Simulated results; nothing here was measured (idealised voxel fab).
This is a process module. Its name is voxel self aligned contacts.
The figure presents cross-section cut, which has a width of 245 nm and is divided into square cells with an edge length of 5 nm.
The cross-sections in this document take the form of a grid made of square cells. They are written out as bands, in order from top to bottom. Each band consists of one or more rows of cells.
Band entry format. Leading values: height of top, height of bottom, nm. Remainder: materials in left-to-right order, each with its width in nm. Special words: "everywhere" on a single material, which then fills the band edge to edge; "air", empty space.
Heights are expressed relative to 0, this being the level below which the as-received wafer comprises one material exclusively. The lowest band is unbounded in the downward direction and is denoted as in "z 0 and below".
Top row gets the first number, bottom row gets the second, and each row in between changes by the same step: that is how a band width like "30 to 40" works.
Step marked "nothing was modified"? Then no cell in the cross-section changed in it.
Basically, "Closed voids list" tells you about the enclosed voids: empty spaces with no open way to the top, 8 cells or bigger, each written width x height at distance, where distance is from the left edge, all in nm.
Whatever follows a step's settings on its line is a remark the simulator itself makes about that step.
overlay nm: for a step with a mask, the amount by which the mask lay right of where it was planned; a negative amount means left of it.
### Steps planned for the process
1) RECEIVE [material Si]
2) CONFORMAL_DEP [material SiO2] [thk nm 5]
3) DIRECTIONAL_DEP [material polySi] [thk nm 20]
4) DIRECTIONAL_DEP [material SiN] [thk nm 25]
5) DIRECTIONAL_DEP [material aC] [thk nm 10]
6) PATTERN [tone cover] [mask id GATE] [material resist] [width nm 25] [pitch nm 70] [thk nm 30] [overlay nm 0]
7) DIRECTIONAL_ETCH [etch materials aC] [depth nm 10]
8) STRIP [etch materials resist]
9) DIRECTIONAL_ETCH [etch materials SiN] [depth nm 25]
10) DIRECTIONAL_ETCH [etch materials polySi] [depth nm 20]
11) STRIP [etch materials aC]
12) CONFORMAL_DEP [material SiN] [thk nm 10]
13) DIRECTIONAL_ETCH [etch materials SiN] [depth nm 10]
14) FILL_DEP [material SiO2] [thk nm 10]
15) CMP [height nm 55]
16) MASKED_ETCH [tone open] [mask id CONTACT] [width nm 55] [pitch nm 70] [etch materials SiO2] [depth nm 55] [overlay nm 0]
17) CONFORMAL_DEP [material TiN] [thk nm 5]
18) FILL_DEP [material W] [thk nm 5]
19) CMP [height nm 55]
20) CONFORMAL_DEP [material SiCN] [thk nm 5]
### Cross-sectional view of the wafer in its as-received condition, corresponding to the state after step 1
> z 0 and below: Si everywhere
> Closed voids list: none
### Cross-sectional view of the first of the two wafers upon completion of the module, processed in accordance with the plan
> z 60 to 55: SiCN everywhere
> z 55 to 50: 60 nm SiO2 | 20 nm TiN | 15 nm W | 20 nm TiN | 15 nm SiO2 | 20 nm TiN | 15 nm W | 20 nm TiN | 60 nm SiO2
> z 50 to 25: 30 nm SiO2 | 45 nm SiN | 5 nm TiN | 15 nm W | 5 nm TiN | 45 nm SiN | 5 nm TiN | 15 nm W | 5 nm TiN | 45 nm SiN | 30 nm SiO2
> z 25 to 5: 30 nm SiO2 | 10 nm SiN | 25 nm polySi | 10 nm SiN | 5 nm TiN | 15 nm W | 5 nm TiN | 10 nm SiN | 25 nm polySi | 10 nm SiN | 5 nm TiN | 15 nm W | 5 nm TiN | 10 nm SiN | 25 nm polySi | 10 nm SiN | 30 nm SiO2
> z 5 to 0: 75 nm SiO2 | 25 nm TiN | 45 nm SiO2 | 25 nm TiN | 75 nm SiO2
> z 0 and below: Si everywhere
> Closed voids list: none
### End of module, second wafer, cross-section. Started like the first, planned like the first, run with one mistake
> z 60 to 55: SiCN everywhere
> z 55 to 50: 25 nm W | 35 nm TiN | 55 nm SiO2 | 15 nm TiN | 55 nm SiO2 | 35 nm TiN | 25 nm W
> z 50 to 25: 25 nm W | 5 nm TiN | 45 nm SiN | 25 nm SiO2 | 45 nm SiN | 25 nm SiO2 | 45 nm SiN | 5 nm TiN | 25 nm W
> z 25 to 5: 25 nm W | 5 nm TiN | 10 nm SiN | 25 nm polySi | 10 nm SiN | 25 nm SiO2 | 10 nm SiN | 25 nm polySi | 10 nm SiN | 25 nm SiO2 | 10 nm SiN | 25 nm polySi | 10 nm SiN | 5 nm TiN | 25 nm W
> z 5 to 0: 30 nm TiN | 185 nm SiO2 | 30 nm TiN
> z 0 and below: Si everywhere
> Closed voids list: none
Plan not followed: step 16 off recipe, ran as MASKED_ETCH [tone cover] [mask id CONTACT] [width nm 55] [pitch nm 70] [etch materials SiO2] [depth nm 55] [overlay nm 0]
Counted in cells at the end, the second wafer holds more or fewer of these materials than the first: 25 fewer of SiO2, 15 fewer of TiN, 40 more of W
